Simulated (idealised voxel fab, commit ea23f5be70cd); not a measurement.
The name of this process module is voxel capacitor over wiring.
Square cell edge 5 nm, section width 140 nm, ID cut.
In what follows, cross-sections appear as grids of square cells, described through bands that run from the top down, where every band is one or more rows of cells.
Read a band's entry like this: the first values are the height of its top and the height of its bottom in nm, and what follows is the sequence of materials from left to right, each with its width in nm. Note that "air" is empty space, and that a single material marked "all across" reaches across the band from edge to edge.
A quick word on heights: they are counted from 0, and under that level the wafer as it came to us is one material throughout. The lowest band is different from the rest in having no bottom; it simply continues downward, written as in "0 -> down".
When a width is written as two numbers, as in "30 to 40", the first number is the width in the top row of cells of the band and the second is the width in its bottom row, and the width changes by the same amount from each row to the next.
"no alterations made" (step): cross-section cells unchanged, all of them.
"Sealed-off cavities" specifies each empty space that is not open to the top and that occupies no fewer than 8 cells, using the form width x height at distance, the distance measured from the left edge and all three quantities in nm.
Note: text after step settings on the step line = simulator remark on that step.
overlay nm: for a step with a mask, the amount by which the mask lay right of where it was planned; a negative amount means left of it.
Below you will find pairs of cross-sections. In each, one shows the wafer before one process step and the other after it, with the after view ending at the lowest band that changed. Under each pair is the step separating them, along with its settings. Do not assume the pairs form a chain: they can come from different runs of this module on the same starting wafer, and a pair continues from the pair above it only when its "Pre-step section" entry says so.
Pre-step section:
  85 -> 75: 25 nm air, 60 nm TiN, 55 nm air
  75 -> 70: 25 nm air, 60 nm SiN, 55 nm air
  70 -> 60: 20 nm air, 70 nm TiN, 50 nm air
  60 -> 40: 25 nm SiO2, 15 nm Ru, 100 nm SiO2
  40 -> 35: 25 nm SiCN, 15 nm Ru, 100 nm SiCN
  35 -> 30: 10 nm SiCN, 35 nm Ru, 45 nm SiCN, 35 nm Ru, 15 nm SiCN
  30 -> 25: 15 nm SiN, 25 nm TiN, 55 nm SiN, 25 nm TiN, 20 nm SiN
  25 -> 0: SiO2 all across
  0 -> down: Si all across
  Sealed-off cavities: none
Resultant Cross-Section:
  100 -> 85: SiO2 all across
  85 -> 75: 25 nm SiO2, 60 nm TiN, 55 nm SiO2
  75 -> 70: 25 nm SiO2, 60 nm SiN, 55 nm SiO2
  70 -> 60: 20 nm SiO2, 70 nm TiN, 50 nm SiO2
  Under 60: no change, same as before.
  Sealed-off cavities: none
Step between the pre-process and post-process cross-sections given above: op FILL_DEP | material SiO2 | thk nm 15
Pre-step section: per the after cross-section of the pair just above.
Resultant Cross-Section:
  95 -> 85: SiO2 all across
  Under 85: no change, same as before.
  Sealed-off cavities: none
Step between the pre-process and post-process cross-sections given above: op CMP | height nm 95
Pre-step section: per the after cross-section of the pair just above.
Resultant Cross-Section:
  110 -> 95: aC all across
  Under 95: no change, same as before.
  Sealed-off cavities: none
Step between the pre-process and post-process cross-sections given above: op DIRECTIONAL_DEP | material aC | thk nm 15
Pre-step section: per the after cross-section of the pair just above.
Resultant Cross-Section:
  145 -> 110: 35 nm resist, 15 nm air, 90 nm resist
  Under 110: no change, same as before.
  Sealed-off cavities: none
Step between the pre-process and post-process cross-sections given above: op PATTERN | tone open | mask id PLUG_2 | material resist | width nm 15 | thk nm 35 | overlay nm 0
Pre-step section: per the after cross-section of the pair just above.
Resultant Cross-Section:
  130 -> 110: 35 nm resist, 15 nm air, 90 nm resist
  110 -> 95: 35 nm aC, 15 nm air, 90 nm aC
  Under 95: no change, same as before.
  Sealed-off cavities: none
Step between the pre-process and post-process cross-sections given above: op DIRECTIONAL_ETCH | etch materials aC | depth nm 15
Pre-step section: per the after cross-section of the pair just above.
Resultant Cross-Section:
  110 -> 95: 35 nm aC, 15 nm air, 90 nm aC
  Under 95: no change, same as before.
  Sealed-off cavities: none
Step between the pre-process and post-process cross-sections given above: op STRIP | etch materials resist
Pre-step section: per the after cross-section of the pair just above.
Resultant Cross-Section:
  110 -> 95: 35 nm aC, 15 nm air, 90 nm aC
  95 -> 85: 35 nm SiO2, 15 nm air, 90 nm SiO2
  Under 85: no change, same as before.
  Sealed-off cavities: none
Step between the pre-process and post-process cross-sections given above: op DIRECTIONAL_ETCH | etch materials SiO2 | depth nm 10
Pre-step section: per the after cross-section of the pair just above.
Resultant Cross-Section:
  95 -> 85: 35 nm SiO2, 15 nm air, 90 nm SiO2
  Under 85: no change, same as before.
  Sealed-off cavities: none
Step between the pre-process and post-process cross-sections given above: op STRIP | etch materials aC
Pre-step section: per the after cross-section of the pair just above.
Resultant Cross-Section:
  100 -> 95: 40 nm TiN, 5 nm air, 95 nm TiN
  95 -> 90: 35 nm SiO2, 5 nm TiN, 5 nm air, 5 nm TiN, 90 nm SiO2
  90 -> 85: 35 nm SiO2, 15 nm TiN, 90 nm SiO2
  Under 85: no change, same as before.
  Sealed-off cavities: none
Step between the pre-process and post-process cross-sections given above: op CONFORMAL_DEP | material TiN | thk nm 5
Pre-step section: per the after cross-section of the pair just above.
Resultant Cross-Section:
  105 -> 100: Cu all across
  100 -> 95: 40 nm TiN, 5 nm Cu, 95 nm TiN
  95 -> 90: 35 nm SiO2, 5 nm TiN, 5 nm Cu, 5 nm TiN, 90 nm SiO2
  Under 90: no change, same as before.
  Sealed-off cavities: none
Step between the pre-process and post-process cross-sections given above: op FILL_DEP | material Cu | thk nm 5
Pre-step section: per the after cross-section of the pair just above.
Resultant Cross-Section:
  95 -> 90: 35 nm SiO2, 5 nm TiN, 5 nm Cu, 5 nm TiN, 90 nm SiO2
  Under 90: no change, same as before.
  Sealed-off cavities: none
Step between the pre-process and post-process cross-sections given above: op CMP | height nm 95
Pre-step section: per the after cross-section of the pair just above.
Resultant Cross-Section:
  100 -> 95: SiCN all across
  Under 95: no change, same as before.
  Sealed-off cavities: none
Step between the pre-process and post-process cross-sections given above: op CONFORMAL_DEP | material SiCN | thk nm 5
Pre-step section:
  105 -> 100: Cu all across
  100 -> 95: 40 nm TiN, 5 nm Cu, 95 nm TiN
  95 -> 90: 35 nm SiO2, 5 nm TiN, 5 nm Cu, 5 nm TiN, 90 nm SiO2
  90 -> 85: 35 nm SiO2, 15 nm TiN, 90 nm SiO2
  85 -> 75: 25 nm SiO2, 60 nm TiN, 55 nm SiO2
  75 -> 70: 25 nm SiO2, 60 nm SiN, 55 nm SiO2
  70 -> 60: 20 nm SiO2, 70 nm TiN, 50 nm SiO2
  60 -> 40: 25 nm SiO2, 15 nm Ru, 100 nm SiO2
  40 -> 35: 25 nm SiCN, 15 nm Ru, 100 nm SiCN
  35 -> 30: 10 nm SiCN, 35 nm Ru, 45 nm SiCN, 35 nm Ru, 15 nm SiCN
  30 -> 15: 15 nm SiO2, 5 nm TiN, 15 nm W, 5 nm TiN, 55 nm SiO2, 5 nm TiN, 15 nm W, 5 nm TiN, 20 nm SiO2
  15 -> 10: 15 nm SiN, 25 nm TiN, 55 nm SiN, 25 nm TiN, 20 nm SiN
  10 -> 0: SiO2 all across
  0 -> down: Si all across
  Sealed-off cavities: none
Resultant Cross-Section:
  85 -> 75: 25 nm SiO2, 60 nm TiN, 55 nm SiO2
  Under 75: no change, same as before.
  Sealed-off cavities: none
Step between the pre-process and post-process cross-sections given above: op CMP | height nm 85
Pre-step section: per the after cross-section of the pair just above.
Resultant Cross-Section:
  90 -> 85: SiCN all across
  Under 85: no change, same as before.
  Sealed-off cavities: none
Step between the pre-process and post-process cross-sections given above: op CONFORMAL_DEP | material SiCN | thk nm 5
Pre-step section:
  110 -> 95: aC all across
  95 -> 85: SiO2 all across
  85 -> 75: 25 nm SiO2, 60 nm TiN, 55 nm SiO2
  75 -> 70: 25 nm SiO2, 60 nm SiN, 55 nm SiO2
  70 -> 60: 20 nm SiO2, 70 nm TiN, 50 nm SiO2
  60 -> 40: 25 nm SiO2, 15 nm Ru, 100 nm SiO2
  40 -> 35: 25 nm SiCN, 15 nm Ru, 100 nm SiCN
  35 -> 30: 10 nm SiCN, 35 nm Ru, 45 nm SiCN, 35 nm Ru, 15 nm SiCN
  30 -> 15: 15 nm SiO2, 5 nm TiN, 15 nm W, 5 nm TiN, 55 nm SiO2, 5 nm TiN, 15 nm W, 5 nm TiN, 20 nm SiO2
  15 -> 10: 15 nm SiN, 25 nm TiN, 55 nm SiN, 25 nm TiN, 20 nm SiN
  10 -> 0: SiO2 all across
  0 -> down: Si all across
  Sealed-off cavities: none
Resultant Cross-Section:
  145 -> 110: 30 nm resist, 25 nm air, 85 nm resist
  Under 110: no change, same as before.
  Sealed-off cavities: none
Step between the pre-process and post-process cross-sections given above: op PATTERN | tone open | mask id PLUG_2 | material resist | width nm 25 | thk nm 35 | overlay nm 0
Pre-step section: per the after cross-section of the pair just above.
Resultant Cross-Section:
  130 -> 110: 30 nm resist, 25 nm air, 85 nm resist
  110 -> 95: 30 nm aC, 25 nm air, 85 nm aC
  Under 95: no change, same as before.
  Sealed-off cavities: none
Step between the pre-process and post-process cross-sections given above: op DIRECTIONAL_ETCH | etch materials aC | depth nm 15
Pre-step section: per the after cross-section of the pair just above.
Resultant Cross-Section:
  110 -> 95: 30 nm aC, 25 nm air, 85 nm aC
  Under 95: no change, same as before.
  Sealed-off cavities: none
Step between the pre-process and post-process cross-sections given above: op STRIP | etch materials resist
Pre-step section: per the after cross-section of the pair just above.
Resultant Cross-Section:
  110 -> 95: 30 nm aC, 25 nm air, 85 nm aC
  95 -> 85: 30 nm SiO2, 25 nm air, 85 nm SiO2
  Under 85: no change, same as before.
  Sealed-off cavities: none
Step between the pre-process and post-process cross-sections given above: op DIRECTIONAL_ETCH | etch materials SiO2 | depth nm 10
Pre-step section: per the after cross-section of the pair just above.
Resultant Cross-Section:
  95 -> 85: 30 nm SiO2, 25 nm air, 85 nm SiO2
  Under 85: no change, same as before.
  Sealed-off cavities: none
Step between the pre-process and post-process cross-sections given above: op STRIP | etch materials aC
Pre-step section: per the after cross-section of the pair just above.
Resultant Cross-Section:
  100 -> 95: 35 nm TiN, 15 nm air, 90 nm TiN
  95 -> 90: 30 nm SiO2, 5 nm TiN, 15 nm air, 5 nm TiN, 85 nm SiO2
  90 -> 85: 30 nm SiO2, 25 nm TiN, 85 nm SiO2
  Under 85: no change, same as before.
  Sealed-off cavities: none
Step between the pre-process and post-process cross-sections given above: op CONFORMAL_DEP | material TiN | thk nm 5
Pre-step section: per the after cross-section of the pair just above.
Resultant Cross-Section:
  105 -> 100: Cu all across
  100 -> 95: 35 nm TiN, 15 nm Cu, 90 nm TiN
  95 -> 90: 30 nm SiO2, 5 nm TiN, 15 nm Cu, 5 nm TiN, 85 nm SiO2
  Under 90: no change, same as before.
  Sealed-off cavities: none
Step between the pre-process and post-process cross-sections given above: op FILL_DEP | material Cu | thk nm 5
Pre-step section: per the after cross-section of the pair just above.
Resultant Cross-Section:
  95 -> 90: 30 nm SiO2, 5 nm TiN, 15 nm Cu, 5 nm TiN, 85 nm SiO2
  Under 90: no change, same as before.
  Sealed-off cavities: none
Step between the pre-process and post-process cross-sections given above: op CMP | height nm 95
Pre-step section: per the after cross-section of the pair just above.
Resultant Cross-Section:
  100 -> 95: SiCN all across
  Under 95: no change, same as before.
  Sealed-off cavities: none
Step between the pre-process and post-process cross-sections given above: op CONFORMAL_DEP | material SiCN | thk nm 5
Pre-step section:
  100 -> 85: 25 nm air, 60 nm aC, 55 nm air
  85 -> 75: 25 nm aC, 60 nm TiN, 55 nm aC
  75 -> 70: 25 nm aC, 60 nm SiN, 55 nm aC
  70 -> 60: TiN all across
  60 -> 40: 25 nm SiO2, 15 nm Ru, 100 nm SiO2
  40 -> 35: 25 nm SiCN, 15 nm Ru, 100 nm SiCN
  35 -> 30: 10 nm SiCN, 35 nm Ru, 45 nm SiCN, 35 nm Ru, 15 nm SiCN
  30 -> 15: 15 nm SiO2, 5 nm TiN, 15 nm W, 5 nm TiN, 55 nm SiO2, 5 nm TiN, 15 nm W, 5 nm TiN, 20 nm SiO2
  15 -> 10: 15 nm SiN, 25 nm TiN, 55 nm SiN, 25 nm TiN, 20 nm SiN
  10 -> 0: SiO2 all across
  0 -> down: Si all across
  Sealed-off cavities: none
Resultant Cross-Section:
  130 -> 100: 15 nm air, 70 nm resist, 55 nm air
  100 -> 85: 15 nm air, 10 nm resist, 60 nm aC, 55 nm air
  Under 85: no change, same as before.
  Sealed-off cavities: none
Step between the pre-process and post-process cross-sections given above: op PATTERN | tone cover | mask id LOWER_PLATE | material resist | width nm 70 | thk nm 30 | overlay nm -5
Pre-step section: per the after cross-section of the pair just above.
Resultant Cross-Section:
  115 -> 100: 15 nm air, 70 nm resist, 55 nm air
  100 -> 85: 15 nm air, 10 nm resist, 60 nm aC, 55 nm air
  85 -> 75: 15 nm air, 10 nm aC, 60 nm TiN, 55 nm air
  75 -> 70: 15 nm air, 10 nm aC, 60 nm SiN, 55 nm air
  Under 70: no change, same as before.
  Sealed-off cavities: none
Step between the pre-process and post-process cross-sections given above: op DIRECTIONAL_ETCH | etch materials aC | depth nm 15
Pre-step section: per the after cross-section of the pair just above.
Resultant Cross-Section:
  100 -> 85: 25 nm air, 60 nm aC, 55 nm air
  Under 85: no change, same as before.
  Sealed-off cavities: none
Step between the pre-process and post-process cross-sections given above: op STRIP | etch materials resist
Pre-step section: per the after cross-section of the pair just above.
Resultant Cross-Section:
  100 -> 85: 25 nm air, 60 nm aC, 55 nm air
  85 -> 75: 15 nm air, 10 nm aC, 60 nm TiN, 55 nm air
  75 -> 70: 15 nm air, 10 nm aC, 60 nm SiN, 55 nm air
  70 -> 60: 15 nm air, 70 nm TiN, 55 nm air
  Under 60: no change, same as before.
  Sealed-off cavities: none
Step between the pre-process and post-process cross-sections given above: op DIRECTIONAL_ETCH | etch materials TiN | depth nm 10
Pre-step section: per the after cross-section of the pair just above.
Resultant Cross-Section:
  85 -> 75: 25 nm air, 60 nm TiN, 55 nm air
  75 -> 70: 25 nm air, 60 nm SiN, 55 nm air
  Under 70: no change, same as before.
  Sealed-off cavities: none
Step between the pre-process and post-process cross-sections given above: op STRIP | etch materials aC
Pre-step section: per the after cross-section of the pair just above.
Resultant Cross-Section:
  100 -> 85: SiO2 all across
  85 -> 75: 25 nm SiO2, 60 nm TiN, 55 nm SiO2
  75 -> 70: 25 nm SiO2, 60 nm SiN, 55 nm SiO2
  70 -> 60: 15 nm SiO2, 70 nm TiN, 55 nm SiO2
  Under 60: no change, same as before.
  Sealed-off cavities: none
Step between the pre-process and post-process cross-sections given above: op FILL_DEP | material SiO2 | thk nm 15
Pre-step section: per the after cross-section of the pair just above.
Resultant Cross-Section:
  95 -> 85: SiO2 all across
  Under 85: no change, same as before.
  Sealed-off cavities: none
Step between the pre-process and post-process cross-sections given above: op CMP | height nm 95
Pre-step section: per the after cross-section of the pair just above.
Resultant Cross-Section:
  110 -> 95: aC all across
  Under 95: no change, same as before.
  Sealed-off cavities: none
Step between the pre-process and post-process cross-sections given above: op DIRECTIONAL_DEP | material aC | thk nm 15
Pre-step section: per the after cross-section of the pair just above.
Resultant Cross-Section:
  145 -> 110: 35 nm resist, 15 nm air, 90 nm resist
  Under 110: no change, same as before.
  Sealed-off cavities: none
Step between the pre-process and post-process cross-sections given above: op PATTERN | tone open | mask id PLUG_2 | material resist | width nm 15 | thk nm 35 | overlay nm 0
Pre-step section: per the after cross-section of the pair just above.
Resultant Cross-Section:
  130 -> 110: 35 nm resist, 15 nm air, 90 nm resist
  110 -> 95: 35 nm aC, 15 nm air, 90 nm aC
  Under 95: no change, same as before.
  Sealed-off cavities: none
Step between the pre-process and post-process cross-sections given above: op DIRECTIONAL_ETCH | etch materials aC | depth nm 15
Pre-step section: per the after cross-section of the pair just above.
Resultant Cross-Section:
  110 -> 95: 35 nm aC, 15 nm air, 90 nm aC
  Under 95: no change, same as before.
  Sealed-off cavities: none
Step between the pre-process and post-process cross-sections given above: op STRIP | etch materials resist
Pre-step section: per the after cross-section of the pair just above.
Resultant Cross-Section:
  110 -> 95: 35 nm aC, 15 nm air, 90 nm aC
  95 -> 85: 35 nm SiO2, 15 nm air, 90 nm SiO2
  Under 85: no change, same as before.
  Sealed-off cavities: none
Step between the pre-process and post-process cross-sections given above: op DIRECTIONAL_ETCH | etch materials SiO2 | depth nm 10
Pre-step section: per the after cross-section of the pair just above.
Resultant Cross-Section:
  95 -> 85: 35 nm SiO2, 15 nm air, 90 nm SiO2
  Under 85: no change, same as before.
  Sealed-off cavities: none
Step between the pre-process and post-process cross-sections given above: op STRIP | etch materials aC
Pre-step section: per the after cross-section of the pair just above.
Resultant Cross-Section:
  100 -> 95: 40 nm TiN, 5 nm air, 95 nm TiN
  95 -> 90: 35 nm SiO2, 5 nm TiN, 5 nm air, 5 nm TiN, 90 nm SiO2
  90 -> 85: 35 nm SiO2, 15 nm TiN, 90 nm SiO2
  Under 85: no change, same as before.
  Sealed-off cavities: none
Step between the pre-process and post-process cross-sections given above: op CONFORMAL_DEP | material TiN | thk nm 5
Pre-step section: per the after cross-section of the pair just above.
Resultant Cross-Section:
  105 -> 100: Cu all across
  100 -> 95: 40 nm TiN, 5 nm Cu, 95 nm TiN
  95 -> 90: 35 nm SiO2, 5 nm TiN, 5 nm Cu, 5 nm TiN, 90 nm SiO2
  Under 90: no change, same as before.
  Sealed-off cavities: none
Step between the pre-process and post-process cross-sections given above: op FILL_DEP | material Cu | thk nm 5
Pre-step section: per the after cross-section of the pair just above.
Resultant Cross-Section:
  95 -> 90: 35 nm SiO2, 5 nm TiN, 5 nm Cu, 5 nm TiN, 90 nm SiO2
  Under 90: no change, same as before.
  Sealed-off cavities: none
Step between the pre-process and post-process cross-sections given above: op CMP | height nm 95
Pre-step section: per the after cross-section of the pair just above.
Resultant Cross-Section:
  100 -> 95: SiCN all across
  Under 95: no change, same as before.
  Sealed-off cavities: none
Step between the pre-process and post-process cross-sections given above: op CONFORMAL_DEP | material SiCN | thk nm 5
Pre-step section:
  60 -> 40: 25 nm SiO2, 15 nm Ru, 100 nm SiO2
  40 -> 35: 25 nm SiCN, 15 nm Ru, 100 nm SiCN
  35 -> 30: 10 nm SiCN, 35 nm Ru, 45 nm SiCN, 35 nm Ru, 15 nm SiCN
  30 -> 15: 15 nm SiO2, 5 nm TiN, 15 nm W, 5 nm TiN, 55 nm SiO2, 5 nm TiN, 15 nm W, 5 nm TiN, 20 nm SiO2
  15 -> 10: 15 nm SiN, 25 nm TiN, 55 nm SiN, 25 nm TiN, 20 nm SiN
  10 -> 0: SiO2 all across
  0 -> down: Si all across
  Sealed-off cavities: none
Resultant Cross-Section:
  70 -> 60: Ru all across
  Under 60: no change, same as before.
  Sealed-off cavities: none
Step between the pre-process and post-process cross-sections given above: op DIRECTIONAL_DEP | material Ru | thk nm 10
Pre-step section: per the after cross-section of the pair just above.
Resultant Cross-Section:
  75 -> 70: SiN all across
  Under 70: no change, same as before.
  Sealed-off cavities: none
Step between the pre-process and post-process cross-sections given above: op DIRECTIONAL_DEP | material SiN | thk nm 5
Pre-step section: per the after cross-section of the pair just above.
Resultant Cross-Section:
  85 -> 75: TiN all across
  Under 75: no change, same as before.
  Sealed-off cavities: none
Step between the pre-process and post-process cross-sections given above: op DIRECTIONAL_DEP | material TiN | thk nm 10
Pre-step section: per the after cross-section of the pair just above.
Resultant Cross-Section:
  100 -> 85: aC all across
  Under 85: no change, same as before.
  Sealed-off cavities: none
Step between the pre-process and post-process cross-sections given above: op DIRECTIONAL_DEP | material aC | thk nm 15
Pre-step section: per the after cross-section of the pair just above.
Resultant Cross-Section:
  135 -> 100: 25 nm air, 60 nm resist, 55 nm air
  Under 100: no change, same as before.
  Sealed-off cavities: none
Step between the pre-process and post-process cross-sections given above: op PATTERN | tone cover | mask id UPPER_PLATE | material resist | width nm 60 | thk nm 35 | overlay nm 0
Pre-step section: per the after cross-section of the pair just above.
Resultant Cross-Section:
  120 -> 100: 25 nm air, 60 nm resist, 55 nm air
  100 -> 85: 25 nm air, 60 nm aC, 55 nm air
  Under 85: no change, same as before.
  Sealed-off cavities: none
Step between the pre-process and post-process cross-sections given above: op DIRECTIONAL_ETCH | etch materials aC | depth nm 15
Pre-step section: per the after cross-section of the pair just above.
Resultant Cross-Section:
  100 -> 85: 25 nm air, 60 nm aC, 55 nm air
  Under 85: no change, same as before.
  Sealed-off cavities: none
Step between the pre-process and post-process cross-sections given above: op STRIP | etch materials resist
Pre-step section: per the after cross-section of the pair just above.
Resultant Cross-Section:
  100 -> 85: 25 nm air, 60 nm aC, 55 nm air
  85 -> 75: 25 nm air, 60 nm TiN, 55 nm air
  Under 75: no change, same as before.
  Sealed-off cavities: none
Step between the pre-process and post-process cross-sections given above: op DIRECTIONAL_ETCH | etch materials TiN | depth nm 10
Pre-step section: per the after cross-section of the pair just above.
Resultant Cross-Section:
  100 -> 85: 25 nm air, 60 nm aC, 55 nm air
  85 -> 75: 25 nm air, 60 nm TiN, 55 nm air
  75 -> 70: 25 nm air, 60 nm SiN, 55 nm air
  Under 70: no change, same as before.
  Sealed-off cavities: none
Step between the pre-process and post-process cross-sections given above: op DIRECTIONAL_ETCH | etch materials SiN | depth nm 5
Pre-step section: per the after cross-section of the pair just above.
Resultant Cross-Section:
  85 -> 75: 25 nm air, 60 nm TiN, 55 nm air
  Under 75: no change, same as before.
  Sealed-off cavities: none
Step between the pre-process and post-process cross-sections given above: op STRIP | etch materials aC
Pre-step section: per the after cross-section of the pair just above.
Resultant Cross-Section:
  100 -> 85: 25 nm air, 60 nm aC, 55 nm air
  85 -> 75: 25 nm aC, 60 nm TiN, 55 nm aC
  75 -> 70: 25 nm aC, 60 nm SiN, 55 nm aC
  Under 70: no change, same as before.
  Sealed-off cavities: none
Step between the pre-process and post-process cross-sections given above: op DIRECTIONAL_DEP | material aC | thk nm 15
Pre-step section: per the after cross-section of the pair just above.
Resultant Cross-Section:
  130 -> 100: 20 nm air, 70 nm resist, 50 nm air
  100 -> 85: 20 nm air, 5 nm resist, 60 nm aC, 5 nm resist, 50 nm air
  Under 85: no change, same as before.
  Sealed-off cavities: none
Step between the pre-process and post-process cross-sections given above: op PATTERN | tone cover | mask id LOWER_PLATE | material resist | width nm 70 | thk nm 30 | overlay nm 0
Pre-step section: per the after cross-section of the pair just above.
Resultant Cross-Section:
  115 -> 100: 20 nm air, 70 nm resist, 50 nm air
  100 -> 85: 20 nm air, 5 nm resist, 60 nm aC, 5 nm resist, 50 nm air
  85 -> 75: 20 nm air, 5 nm aC, 60 nm TiN, 5 nm aC, 50 nm air
  75 -> 70: 20 nm air, 5 nm aC, 60 nm SiN, 5 nm aC, 50 nm air
  Under 70: no change, same as before.
  Sealed-off cavities: none
Step between the pre-process and post-process cross-sections given above: op DIRECTIONAL_ETCH | etch materials aC | depth nm 15
Pre-step section: per the after cross-section of the pair just above.
Resultant Cross-Section:
  100 -> 85: 25 nm air, 60 nm aC, 55 nm air
  Under 85: no change, same as before.
  Sealed-off cavities: none
Step between the pre-process and post-process cross-sections given above: op STRIP | etch materials resist
Pre-step section: per the after cross-section of the pair just above.
Resultant Cross-Section:
  85 -> 75: 25 nm air, 60 nm TiN, 55 nm air
  75 -> 70: 25 nm air, 60 nm SiN, 55 nm air
  Under 70: no change, same as before.
  Sealed-off cavities: none
Step between the pre-process and post-process cross-sections given above: op STRIP | etch materials aC
Pre-step section: per the after cross-section of the pair just above.
Resultant Cross-Section:
  100 -> 85: SiO2 all across
  85 -> 75: 25 nm SiO2, 60 nm TiN, 55 nm SiO2
  75 -> 70: 25 nm SiO2, 60 nm SiN, 55 nm SiO2
  Under 70: no change, same as before.
  Sealed-off cavities: none
Step between the pre-process and post-process cross-sections given above: op FILL_DEP | material SiO2 | thk nm 15
Pre-step section: per the after cross-section of the pair just above.
Resultant Cross-Section:
  95 -> 85: SiO2 all across
  Under 85: no change, same as before.
  Sealed-off cavities: none
Step between the pre-process and post-process cross-sections given above: op CMP | height nm 95
Pre-step section: per the after cross-section of the pair just above.
Resultant Cross-Section:
  110 -> 95: aC all across
  Under 95: no change, same as before.
  Sealed-off cavities: none
Step between the pre-process and post-process cross-sections given above: op DIRECTIONAL_DEP | material aC | thk nm 15
Pre-step section: per the after cross-section of the pair just above.
Resultant Cross-Section:
  145 -> 110: 35 nm resist, 15 nm air, 90 nm resist
  Under 110: no change, same as before.
  Sealed-off cavities: none
Step between the pre-process and post-process cross-sections given above: op PATTERN | tone open | mask id PLUG_2 | material resist | width nm 15 | thk nm 35 | overlay nm 0
Pre-step section: per the after cross-section of the pair just above.
Resultant Cross-Section:
  130 -> 110: 35 nm resist, 15 nm air, 90 nm resist
  110 -> 95: 35 nm aC, 15 nm air, 90 nm aC
  Under 95: no change, same as before.
  Sealed-off cavities: none
Step between the pre-process and post-process cross-sections given above: op DIRECTIONAL_ETCH | etch materials aC | depth nm 15
Pre-step section: per the after cross-section of the pair just above.
Resultant Cross-Section:
  110 -> 95: 35 nm aC, 15 nm air, 90 nm aC
  Under 95: no change, same as before.
  Sealed-off cavities: none
Step between the pre-process and post-process cross-sections given above: op STRIP | etch materials resist
Pre-step section: per the after cross-section of the pair just above.
Resultant Cross-Section:
  110 -> 95: 35 nm aC, 15 nm air, 90 nm aC
  95 -> 85: 35 nm SiO2, 15 nm air, 90 nm SiO2
  Under 85: no change, same as before.
  Sealed-off cavities: none
Step between the pre-process and post-process cross-sections given above: op DIRECTIONAL_ETCH | etch materials SiO2 | depth nm 10
Pre-step section: per the after cross-section of the pair just above.
Resultant Cross-Section:
  95 -> 85: 35 nm SiO2, 15 nm air, 90 nm SiO2
  Under 85: no change, same as before.
  Sealed-off cavities: none
Step between the pre-process and post-process cross-sections given above: op STRIP | etch materials aC
Pre-step section: per the after cross-section of the pair just above.
Resultant Cross-Section:
  100 -> 95: 40 nm TiN, 5 nm air, 95 nm TiN
  95 -> 90: 35 nm SiO2, 5 nm TiN, 5 nm air, 5 nm TiN, 90 nm SiO2
  90 -> 85: 35 nm SiO2, 15 nm TiN, 90 nm SiO2
  Under 85: no change, same as before.
  Sealed-off cavities: none
Step between the pre-process and post-process cross-sections given above: op CONFORMAL_DEP | material TiN | thk nm 5
Pre-step section: per the after cross-section of the pair just above.
Resultant Cross-Section:
  105 -> 100: Cu all across
  100 -> 95: 40 nm TiN, 5 nm Cu, 95 nm TiN
  95 -> 90: 35 nm SiO2, 5 nm TiN, 5 nm Cu, 5 nm TiN, 90 nm SiO2
  Under 90: no change, same as before.
  Sealed-off cavities: none
Step between the pre-process and post-process cross-sections given above: op FILL_DEP | material Cu | thk nm 5
Pre-step section: per the after cross-section of the pair just above.
Resultant Cross-Section:
  95 -> 90: 35 nm SiO2, 5 nm TiN, 5 nm Cu, 5 nm TiN, 90 nm SiO2
  Under 90: no change, same as before.
  Sealed-off cavities: none
Step between the pre-process and post-process cross-sections given above: op CMP | height nm 95
Pre-step section: per the after cross-section of the pair just above.
Resultant Cross-Section:
  100 -> 95: SiCN all across
  Under 95: no change, same as before.
  Sealed-off cavities: none
Step between the pre-process and post-process cross-sections given above: op CONFORMAL_DEP | material SiCN | thk nm 5
Pre-step section:
  40 -> 30: aC all across
  30 -> 15: SiO2 all across
  15 -> 10: SiN all across
  10 -> 0: SiO2 all across
  0 -> down: Si all across
  Sealed-off cavities: none
Resultant Cross-Section:
  65 -> 40: 15 nm air, 25 nm resist, 55 nm air, 25 nm resist, 20 nm air
  Under 40: no change, same as before.
  Sealed-off cavities: none
Step between the pre-process and post-process cross-sections given above: op PATTERN | tone cover | mask id METAL_1 | material resist | width nm 25 | pitch nm 80 | thk nm 25 | overlay nm 0
Pre-step section: per the after cross-section of the pair just above.
Resultant Cross-Section:
  55 -> 40: 15 nm air, 25 nm resist, 55 nm air, 25 nm resist, 20 nm air
  40 -> 30: 15 nm air, 25 nm aC, 55 nm air, 25 nm aC, 20 nm air
  Under 30: no change, same as before.
  Sealed-off cavities: none
Step between the pre-process and post-process cross-sections given above: op DIRECTIONAL_ETCH | etch materials aC | depth nm 10
Pre-step section: per the after cross-section of the pair just above.
Resultant Cross-Section:
  40 -> 30: 15 nm air, 25 nm aC, 55 nm air, 25 nm aC, 20 nm air
  Under 30: no change, same as before.
  Sealed-off cavities: none
Step between the pre-process and post-process cross-sections given above: op STRIP | etch materials resist
Pre-step section: per the after cross-section of the pair just above.
Resultant Cross-Section:
  40 -> 30: 15 nm air, 25 nm aC, 55 nm air, 25 nm aC, 20 nm air
  30 -> 15: 15 nm air, 25 nm SiO2, 55 nm air, 25 nm SiO2, 20 nm air
  Under 15: no change, same as before.
  Sealed-off cavities: none
Step between the pre-process and post-process cross-sections given above: op DIRECTIONAL_ETCH | etch materials SiO2 | depth nm 15
Pre-step section: per the after cross-section of the pair just above.
Resultant Cross-Section:
  40 -> 30: 15 nm air, 25 nm aC, 55 nm air, 25 nm aC, 20 nm air
  30 -> 15: 15 nm air, 25 nm SiO2, 55 nm air, 25 nm SiO2, 20 nm air
  15 -> 10: 15 nm air, 25 nm SiN, 55 nm air, 25 nm SiN, 20 nm air
  Under 10: no change, same as before.
  Sealed-off cavities: none
Step between the pre-process and post-process cross-sections given above: op DIRECTIONAL_ETCH | etch materials SiN | depth nm 5
Pre-step section: per the after cross-section of the pair just above.
Resultant Cross-Section:
  30 -> 15: 15 nm air, 25 nm SiO2, 55 nm air, 25 nm SiO2, 20 nm air
  Under 15: no change, same as before.
  Sealed-off cavities: none
Step between the pre-process and post-process cross-sections given above: op STRIP | etch materials aC
Pre-step section: per the after cross-section of the pair just above.
Resultant Cross-Section:
  35 -> 30: 10 nm air, 35 nm TiN, 45 nm air, 35 nm TiN, 15 nm air
  30 -> 15: 10 nm air, 5 nm TiN, 25 nm SiO2, 5 nm TiN, 45 nm air, 5 nm TiN, 25 nm SiO2, 5 nm TiN, 15 nm air
  15 -> 10: 15 nm TiN, 25 nm SiN, 55 nm TiN, 25 nm SiN, 20 nm TiN
  Under 10: no change, same as before.
  Sealed-off cavities: none
Step between the pre-process and post-process cross-sections given above: op CONFORMAL_DEP | material TiN | thk nm 5
Pre-step section: per the after cross-section of the pair just above.
Resultant Cross-Section:
  45 -> 35: W all across
  35 -> 30: 10 nm W, 35 nm TiN, 45 nm W, 35 nm TiN, 15 nm W
  30 -> 15: 10 nm W, 5 nm TiN, 25 nm SiO2, 5 nm TiN, 45 nm W, 5 nm TiN, 25 nm SiO2, 5 nm TiN, 15 nm W
  Under 15: no change, same as before.
  Sealed-off cavities: none
Step between the pre-process and post-process cross-sections given above: op FILL_DEP | material W | thk nm 10
